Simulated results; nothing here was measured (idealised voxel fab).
voxel ribs on slabs: a process module
In the cross-section labelled cut, the width is 200 nm and each square cell is 5 nm.
We lay out every cross-section as a grid of square cells and spell it out in bands from the top down, where one band means one or more rows of cells.
Band: top and bottom heights (nm) first, top before bottom; then materials from left to right, widths in nm. "edge to edge" marks a sole material filling the band edge to edge. "air" denotes empty space.
Heads up on the height convention: 0 is the point under which the incoming wafer is all one material, and the lowest band has no bottom, it just keeps going down, like "top 0, no bottom".
The two numbers in a width such as "30..40" mark its ends across the band: the first belongs to the top row of cells, the second to the bottom row, and from each row to the next the width moves by the same amount.
"nothing got changed", as given for a step, is the statement that not any cell of the cross-section underwent a change during that step.
"Voids lacking openings": sealed empty spaces, 8 cells or more, no open way to top, listed width x height at distance, with distance from the left edge and width, height and distance in nm.
Whatever follows a step's settings on its line is a remark the simulator itself makes about that step.
overlay nm: where the mask lay relative to plan, measured to the right, on steps with a mask; negatives go left.

## The following list gives the planned process steps
- 1: op RECEIVE | material Si
- 2: op DIRECTIONAL_DEP | material SiO2 | thk nm 30
- 3: op DIRECTIONAL_DEP | material polySi | thk nm 15
- 4: op PATTERN | tone cover | mask id RIB | material resist | width nm 30 | thk nm 20 | overlay nm 0
- 5: op DIRECTIONAL_ETCH | etch materials polySi | depth nm 10
- 6: op STRIP | etch materials resist
- 7: op MASKED_ETCH | tone cover | mask id SLAB | width nm 80 | etch materials polySi | depth nm 5 | overlay nm 0
- 8: op FILL_DEP | material SiO2 | thk nm 30
- 9: op CMP | height nm 65
- 10: op DIRECTIONAL_DEP | material TiN | thk nm 10
- 11: op DIRECTIONAL_DEP | material aC | thk nm 15
- 12: op PATTERN | tone cover | mask id HEATER | material resist | width nm 40 | thk nm 30 | overlay nm 0
- 13: op DIRECTIONAL_ETCH | etch materials aC | depth nm 15
- 14: op STRIP | etch materials resist
- 15: op DIRECTIONAL_ETCH | etch materials TiN | depth nm 10
- 16: op STRIP | etch materials aC
- 17: op CONFORMAL_DEP | material SiO2 | thk nm 10

## Received-state cross-section, reflecting completion of step 1
  top 0, no bottom = Si edge to edge
  Voids lacking openings: none

## The module was run from the start shown above using the plan shown above, but one mistake was made doing it; the resulting wafer cross-section is below
  top 85, bottom 75 = air=70, SiO2=60, air=70
  top 75, bottom 65 = SiO2=80, TiN=40, SiO2=80
  top 65, bottom 45 = SiO2 edge to edge
  top 45, bottom 40 = SiO2=60, polySi=25, SiO2=30, polySi=25, SiO2=60
  top 40, bottom 35 = polySi=85, SiO2=30, polySi=85
  top 35, bottom 30 = polySi edge to edge
  top 30, bottom 0 = SiO2 edge to edge
  top 0, no bottom = Si edge to edge
  Voids lacking openings: none
It is concluded that the wafer was processed incorrectly with respect to the plan, in that step 4: run off-plan, actual operation and settings op PATTERN | tone open | mask id RIB | material resist | width nm 30 | thk nm 20 | overlay nm 0
